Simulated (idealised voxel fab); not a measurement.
This section sets out a process module, namely voxel ribs on slabs.
It is cross-section cut that appears here, measuring 295 nm in width, its square cells being 5 nm in size.
Reading order for cross-sections: top band down to bottom band. Underlying form: a grid of square cells. Band size: one or more rows of cells.
Within each band entry, the heights of the top and of the bottom of the band appear first, in that order and in nm; the materials of the band then follow from left to right, each with its corresponding width in nm. The designation "full width" on a single material indicates that it fills the band from edge to edge; the designation "air" indicates empty space.
Counting heights begins at 0, where everything beneath is, in the wafer as received, one material. The lowest band has no bottom; it goes on downwards, as "from 0 down" shows.
A width such as "30..40" changes by the same amount from each row of cells to the next, from the band's top row to its bottom row.
"everything unchanged" for a step: no cell of the cross-section changed in that step.
For the entry "Voids, sealed", the listed items are empty spaces with no open way to the top whose size is 8 cells or more; each item follows the pattern width x height at distance, where distance is from the left edge and all three are in nm.
Anything after a step's settings on that line? It's the simulator's own note about the step.
Steps that use a mask can have "overlay nm" on their line. It says how far the mask sat to the right of where it was meant to be. Negative means to the left.

LISTED BELOW ARE THE PROCESS STEPS AS PLANNED
1 op RECEIVE | material Si
2 op DIRECTIONAL_DEP | material SiO2 | thk nm 25
3 op DIRECTIONAL_DEP | material SiN | thk nm 25
4 op PATTERN | tone cover | mask id RIB | material resist | width nm 25 | thk nm 20 | overlay nm 0
5 op DIRECTIONAL_ETCH | etch materials SiN | depth nm 15
6 op STRIP | etch materials resist
7 op MASKED_ETCH | tone cover | mask id SLAB | width nm 85 | etch materials SiN | depth nm 10 | overlay nm 0
8 op FILL_DEP | material SiO2 | thk nm 25
9 op CMP | height nm 65
10 op DIRECTIONAL_DEP | material TiN | thk nm 5
11 op PATTERN | tone cover | mask id HEATER | material resist | width nm 35 | thk nm 15 | overlay nm 0
12 op DIRECTIONAL_ETCH | etch materials TiN | depth nm 5
13 op STRIP | etch materials resist
14 op CONFORMAL_DEP | material SiN | thk nm 5

CROSS-SECTION OF THE INCOMING WAFER, STATE AFTER STEP 1
    from 0 down | Si full width
    Voids, sealed: none

RESULT OF THE MODULE, CROSS-SECTIONED: START PER ABOVE, PLAN PER ABOVE, ONE ERROR IN HOW IT WAS RUN
    from 80 to 75 | air 125 / SiN 45 / air 125
    from 75 to 70 | SiN 130 / TiN 35 / SiN 130
    from 70 to 50 | SiO2 full width
    from 50 to 35 | SiO2 135 / SiN 25 / SiO2 135
    from 35 to 25 | SiO2 105 / SiN 85 / SiO2 105
    from 25 to 0 | SiO2 full width
    from 0 down | Si full width
    Voids, sealed: none
Which mistake was made when the wafer was run? for step 9, the planned setting was not used; the step was instead run as op CMP | height nm 70
